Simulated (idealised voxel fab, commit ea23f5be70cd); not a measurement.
This section sets out a process module, namely voxel released beams.
Square cells of 5 nm make up the cross-section cut, whose width is 255 nm.
When this document writes out a cross-section, it uses a grid of square cells and lists it as bands, beginning at the top and moving down, with a band standing for one or more rows of cells.
Top height, bottom height, nm. Materials left to right, width each, nm. Single material + "full width" = fills band edge to edge. "empty" = empty.
A quick word on heights: they are counted from 0, and under that level the wafer as it came to us is one material throughout. The lowest band is different from the rest in having no bottom; it simply continues downward, written as in "0 and below".
Think of "30 to 40" as a width that walks from the first number to the second as you go down the band, top row to bottom row, taking equal-sized steps from row to row.
"no alterations made" -> step changed no cross-section cell.
Empty spaces counting at least 8 cells and having no open way to the top are listed in "Closed void register". The notation width x height at distance is used for each, the distance being from the left edge and all three values in nm.
On each step's line, the part that comes after the settings is the simulator's own comment on the step.
"overlay nm" on a masked step: distance the mask lay right of its planned place, negative for left.
Below is the list of planned process steps
1: RECEIVE,material Si
2: CONFORMAL_DEP,material Al2O3,thk nm 5
3: DIRECTIONAL_DEP,material SiO2,thk nm 15
4: MASKED_ETCH,tone open,mask id ANCHOR,width nm 35,etch materials SiO2,depth nm 15,overlay nm -15
5: CONFORMAL_DEP,material W,thk nm 10
6: DIRECTIONAL_DEP,material aC,thk nm 10
7: PATTERN,tone cover,mask id BEAM,material resist,width nm 95,thk nm 30,overlay nm 0
8: DIRECTIONAL_ETCH,etch materials aC,depth nm 10
9: STRIP,etch materials resist
10: DIRECTIONAL_ETCH,etch materials W,depth nm 10
11: STRIP,etch materials aC
12: STRIP,etch materials SiO2
Among the wafers covered here, the point of difference is the overlay nm at step 4; their starting state is shared, and the plan presents the value of the first wafer.
First of several wafers (as received, post step 1), cross-sectional view
  0 and below: Si full width
  Closed void register: none
First of several wafers: cross-section at the end of the module, after step 12, its last step
  30 down to 20: empty: 90, then W: 80, then empty: 85
  20 down to 15: empty: 65, then W: 10, then empty: 15, then W: 10, then empty: 155
  15 down to 5: empty: 65, then W: 35, then empty: 155
  5 down to 0: Al2O3 full width
  0 and below: Si full width
  Closed void register: none
X-section, last wafer, module end
  30 down to 20: empty: 75, then W: 30, then empty: 15, then W: 50, then empty: 85
  20 down to 15: empty: 95, then W: 10, then empty: 15, then W: 10, then empty: 125
  15 down to 5: empty: 95, then W: 35, then empty: 125
  5 down to 0: Al2O3 full width
  0 and below: Si full width
  Closed void register: none
Gained (+) or lost (-) cells of each material since receipt, then closed voids: one row per wafer, at the end of the module
overlay nm -15, +51 Al2O3, +50 W, Closed void register: none
overlay nm -10, +51 Al2O3, +50 W, Closed void register: none
overlay nm -5, +51 Al2O3, +50 W, Closed void register: none
overlay nm 0, +51 Al2O3, +50 W, Closed void register: none
overlay nm 5, +51 Al2O3, +50 W, Closed void register: none
overlay nm 10, +51 Al2O3, +50 W, Closed void register: none
overlay nm 15, +51 Al2O3, +50 W, Closed void register: none
